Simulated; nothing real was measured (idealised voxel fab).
process module | voxel tone inversion
cross-section cut | 265 nm wide | cells 5 nm
A cross-section is a grid of square cells, given in bands from the top down. A band is one or more rows of cells.
Each band's line starts with the height of the band's top and of its bottom, in nm. Then come its materials from left to right, each with its width in nm. One material with "throughout" fills the band from edge to edge. "air" is empty space.
Height 0 is the level under which the wafer as received is all one material. The lowest band goes on downwards, as in "0 down".
A width such as "30 to 40" changes by the same amount from each row of cells to the next, from the band's top row to its bottom row.
"no change" after a step means that no cell of the cross-section changed.
closed voids: empty space of 8 cells or more with no open way to the top, each as width x height at its distance from the left edge, in nm
after a step's settings: what the simulator itself notes on the step
overlay nm, on a step with a mask: how far to the right of its planned place the mask lay; to the left if negative
plan
1 op RECEIVE | material Si
2 op CONFORMAL_DEP | material SiCN | thk nm 5
3 op DIRECTIONAL_DEP | material aC | thk nm 20
4 op PATTERN | tone cover | mask id POSTS | material resist | width nm 20 | pitch nm 45 | thk nm 25 | overlay nm -15
5 op DIRECTIONAL_ETCH | etch materials aC | depth nm 20
6 op STRIP | etch materials resist
7 op FILL_DEP | material lowk | thk nm 5
8 op CMP | height nm 25
9 op STRIP | etch materials aC
10 op CONFORMAL_DEP | material TiN | thk nm 5
11 op FILL_DEP | material Ru | thk nm 5
12 op CMP | height nm 25
13 op CONFORMAL_DEP | material SiCN | thk nm 5
varied across the wafers: overlay nm of step 4. The plan shows the first wafer's value. All wafers start alike
first wafer as received, after step 1
  0 down: Si throughout
  closed voids: none
each wafer at the end: cells of each material gained (+) or lost (-) since it was received, then its closed voids
overlay nm -15 | +18 Ru | +106 SiCN | +30 TiN | +164 lowk | closed voids: none
overlay nm -10 | +18 Ru | +106 SiCN | +30 TiN | +164 lowk | closed voids: none
overlay nm -5 | +18 Ru | +106 SiCN | +30 TiN | +164 lowk | closed voids: none
overlay nm 0 | +18 Ru | +106 SiCN | +30 TiN | +164 lowk | closed voids: none
overlay nm 5 | +18 Ru | +106 SiCN | +30 TiN | +164 lowk | closed voids: none
overlay nm 10 | +18 Ru | +106 SiCN | +30 TiN | +164 lowk | closed voids: none
overlay nm 15 | +18 Ru | +106 SiCN | +30 TiN | +164 lowk | closed voids: none
